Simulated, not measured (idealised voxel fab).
You're looking at the process module voxel released beams.
It is cross-section cut that appears here, measuring 165 nm in width, its square cells being 5 nm in size.
If you're reading a cross-section in this doc, picture square cells in a grid; it comes to you as bands, top ones listed first down to the bottom, and a band can be one or more rows of cells.
The band entry comprises the height of the band's top followed by the height of its bottom, expressed in nm, and subsequently the band's materials from left to right, each stated together with its width in nm. Where a single material is marked with the word "edge to edge", that material fills the band from edge to edge. The word "blank" represents empty space.
Convention: height 0 is the level below which the wafer, as received, is all one material. The lowest band does not terminate at the bottom but continues downward, represented as "z 0 and below".
Quick explanation for "30..40": the width changes in equal steps down the rows of cells, from the first number in the band's top row to the second number in its bottom row.
"left unchanged", as given for a step, is the statement that not any cell of the cross-section underwent a change during that step.
The entry titled "Trapped cavities" provides the empty spaces that have no open way to the top, restricted to those of 8 cells or more. Each is presented as width x height at distance, the distance being measured from the left edge, with all three in nm.
It should be noted that, on the line of a given step, the content following the step's settings is a remark produced by the simulator itself with respect to that step.
"overlay nm" on a masked step: distance the mask lay right of its planned place, negative for left.
[Process steps - plan]
1) RECEIVE (material Si)
2) CONFORMAL_DEP (material SiN; thk nm 10)
3) DIRECTIONAL_DEP (material SiO2; thk nm 15)
4) PATTERN (tone open; mask id ANCHOR; material resist; width nm 40; thk nm 15; overlay nm 0)
5) DIRECTIONAL_ETCH (etch materials SiO2; depth nm 15)
6) STRIP (etch materials resist)
7) CONFORMAL_DEP (material W; thk nm 15)
8) DIRECTIONAL_DEP (material aC; thk nm 10)
9) PATTERN (tone cover; mask id BEAM; material resist; width nm 110; thk nm 30; overlay nm 0)
10) DIRECTIONAL_ETCH (etch materials aC; depth nm 10)
11) STRIP (etch materials resist)
12) DIRECTIONAL_ETCH (etch materials W; depth nm 15)
13) STRIP (etch materials aC)
14) STRIP (etch materials SiO2)
[As received (post step 1): cross-section]
    z 0 and below  Si edge to edge
    Trapped cavities: none
[Cross-section taken at module completion on the first of two wafers; processed per the plan]
    z 40 to 25  25 nm blank / 20 nm W / 10 nm blank / 80 nm W / 30 nm blank
    z 25 to 10  30 nm blank / 40 nm W / 95 nm blank
    z 10 to 0  SiN edge to edge
    z 0 and below  Si edge to edge
    Trapped cavities: none
[Presented here is a cross-section of the second of the two wafers as it stood at the end of the module. It was started in the same manner and assigned the same plan as the first wafer; however, one mistake was made in its execution]
    z 55 to 40  25 nm blank / 110 nm W / 30 nm blank
    z 40 to 25  W edge to edge
    z 25 to 10  30 nm SiO2 / 40 nm W / 95 nm SiO2
    z 10 to 0  SiN edge to edge
    z 0 and below  Si edge to edge
    Trapped cavities: none
Deviation noted in wafer processing: execution of plan step 7 occurred twice
Final cells, second wafer relative to first, materials higher or lower: SiO2 +75; W +105
